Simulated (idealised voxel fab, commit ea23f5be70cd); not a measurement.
You're looking at the process module voxel wiring stack.
Shown is cross-section cut, with a width of 220 nm and square cells of size 5 nm.
Notation: cross-section as square-cell grid; stated in bands, top first, going down; one or more cell rows per band.
Each band's line starts with the height of the band's top and of its bottom, in nm. Then come its materials from left to right, each with its width in nm. One material with "edge to edge" fills the band from edge to edge. "empty" is empty space.
Heights from 0 (as-received wafer is one material below). Bottom band endless downward, as "top 0, no bottom".
Top row gets the first number, bottom row gets the second, and each row in between changes by the same step: that is how a band width like "30->40" works.
Where a step carries "left unchanged", the cross-section came out of it unchanged, cell for cell.
The list in "Sealed void list" covers empty spaces of 8 cells or more that cannot reach the top through any open way, and it gives each as width x height at distance; the distance is from the left edge, and width, height and distance are in nm.
It should be noted that, on the line of a given step, the content following the step's settings is a remark produced by the simulator itself with respect to that step.
If you see "overlay nm" on a step's line and that step has a mask, it's telling you how far right of where it was planned the mask ended up; a negative number means it went left instead.
**The steps planned for the process are as follows**
1 RECEIVE: material Si
2 CONFORMAL_DEP: material SiO2, thk nm 15
3 CONFORMAL_DEP: material SiN, thk nm 5
4 DIRECTIONAL_DEP: material SiO2, thk nm 25
5 DIRECTIONAL_DEP: material aC, thk nm 15
6 PATTERN: tone open, mask id METAL_1, material resist, width nm 30, pitch nm 50, thk nm 35, overlay nm 0
7 DIRECTIONAL_ETCH: etch materials aC, depth nm 15
8 STRIP: etch materials resist
9 DIRECTIONAL_ETCH: etch materials SiO2, depth nm 25
10 DIRECTIONAL_ETCH: etch materials SiN, depth nm 5
11 STRIP: etch materials aC
12 CONFORMAL_DEP: material TiN, thk nm 5
13 FILL_DEP: material W, thk nm 5
14 CMP: height nm 45
15 EPI: material Ru, thk nm 5
16 FILL_DEP: material SiCN, thk nm 5
17 DIRECTIONAL_DEP: material lowk, thk nm 35
18 MASKED_ETCH: tone open, mask id METAL_2, width nm 30, pitch nm 50, etch materials lowk, depth nm 20, overlay nm 0
19 MASKED_ETCH: tone open, mask id METAL_2_HOLES, width nm 15, pitch nm 50, etch materials lowk, depth nm 15, overlay nm 0
20 MASKED_ETCH: tone open, mask id METAL_2_HOLES, width nm 15, pitch nm 50, etch materials SiCN, depth nm 5, overlay nm 0
21 CONFORMAL_DEP: material TiN, thk nm 5
22 FILL_DEP: material Cu, thk nm 10
23 CMP: height nm 90
24 CONFORMAL_DEP: material SiCN, thk nm 5
**Step 1 complete: cross-section of the wafer as received**
    top 0, no bottom | Si edge to edge
    Sealed void list: none
**Figure: cross-sectional view of the wafer upon completion of the module, processed from the initial state and according to the plan depicted above, with one error introduced during execution**
    top 95, bottom 90 | SiCN edge to edge
    top 90, bottom 85 | SiCN=20; TiN=15; SiCN=35; TiN=15; SiCN=35; TiN=15; SiCN=35; TiN=15; SiCN=35
    top 85, bottom 80 | SiCN=15; lowk=40; SiCN=10; lowk=40; SiCN=10; lowk=40; SiCN=10; lowk=40; SiCN=15
    top 80, bottom 50 | lowk edge to edge
    top 50, bottom 45 | lowk=15; Ru=40; lowk=10; Ru=40; lowk=10; Ru=40; lowk=10; Ru=40; lowk=15
    top 45, bottom 20 | SiO2=20; TiN=5; W=20; TiN=5; SiO2=20; TiN=5; W=20; TiN=5; SiO2=20; TiN=5; W=20; TiN=5; SiO2=20; TiN=5; W=20; TiN=5; SiO2=20
    top 20, bottom 15 | SiN=20; TiN=30; SiN=20; TiN=30; SiN=20; TiN=30; SiN=20; TiN=30; SiN=20
    top 15, bottom 0 | SiO2 edge to edge
    top 0, no bottom | Si edge to edge
    Sealed void list: none
Plan not followed: sequence error: steps 16 and 17 interchanged
